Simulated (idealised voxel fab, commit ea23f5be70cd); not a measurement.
Herein follows the process module entitled voxel air gaps.
For reference, the cross-section in this document is cut, with width 175 nm and square cells of 5 nm.
Each cross-section below is a grid of square cells, stated as bands in top-down order, with one or more rows of cells making up each band. Band: top and bottom heights (nm) first, top before bottom; then materials from left to right, widths in nm. "all across" marks a sole material filling the band edge to edge. "air" denotes empty space. Ref level 0: as-received wafer is one material below here. Bottom band extends down with no lower bound ("0 -> down"). Quick explanation for "30 to 40": the width changes in equal steps down the rows of cells, from the first number in the band's top row to the second number in its bottom row. Where a step carries "changes: none", the cross-section came out of it unchanged, cell for cell. "Closed void listing" lists enclosed empty spaces (at least 8 cells, no open path upward to the top), each as width x height at distance from the left edge, in nm. Read whatever lies past the settings on a step's line as the simulator's own remark about the step. For masked steps, "overlay nm" on the step line gives how far right of plan the mask actually lay; a minus sign means it lay to the left.
Listed below are the process steps as planned:
1 RECEIVE (material Si)
2 CONFORMAL_DEP (material SiO2; thk nm 10)
3 CONFORMAL_DEP (material SiCN; thk nm 5)
4 DIRECTIONAL_DEP (material lowk; thk nm 40)
5 DIRECTIONAL_DEP (material aC; thk nm 15)
6 PATTERN (tone open; mask id LINES; material resist; width nm 15; pitch nm 40; thk nm 30; overlay nm 0)
7 DIRECTIONAL_ETCH (etch materials aC; depth nm 15)
8 STRIP (etch materials resist)
9 DIRECTIONAL_ETCH (etch materials lowk; depth nm 40)
10 STRIP (etch materials aC)
11 CONFORMAL_DEP (material TiN; thk nm 5)
12 FILL_DEP (material W; thk nm 5)
13 CMP (height nm 55)
14 EPI (material Ru; thk nm 10)
15 SELECTIVE_ETCH (etch materials lowk; depth nm 50)
16 CONFORMAL_DEP (material SiCN; thk nm 5)
The cross-section here shows the wafer as received, i.e. in its state after step 1:
- 0 -> down = Si all across
- Closed void listing: none
a wafer at the end: this start, this plan, one mistake:
- 70 -> 65 = SiCN all across
- 65 -> 55 = Ru all across
- 55 -> 50 = 25 of TiN / 5 of W / 35 of TiN / 5 of W / 35 of TiN / 5 of W / 35 of TiN / 5 of W / 25 of TiN
- 50 -> 15 = 20 of lowk / 5 of TiN / 5 of W / 5 of TiN / 25 of lowk / 5 of TiN / 5 of W / 5 of TiN / 25 of lowk / 5 of TiN / 5 of W / 5 of TiN / 25 of lowk / 5 of TiN / 5 of W / 5 of TiN / 20 of lowk
- 15 -> 10 = 20 of lowk / 15 of TiN / 25 of lowk / 15 of TiN / 25 of lowk / 15 of TiN / 25 of lowk / 15 of TiN / 20 of lowk
- 10 -> 0 = SiO2 all across
- 0 -> down = Si all across
- Closed void listing: none
What was the processing mistake? the plan's step 3 was left out and never carried out
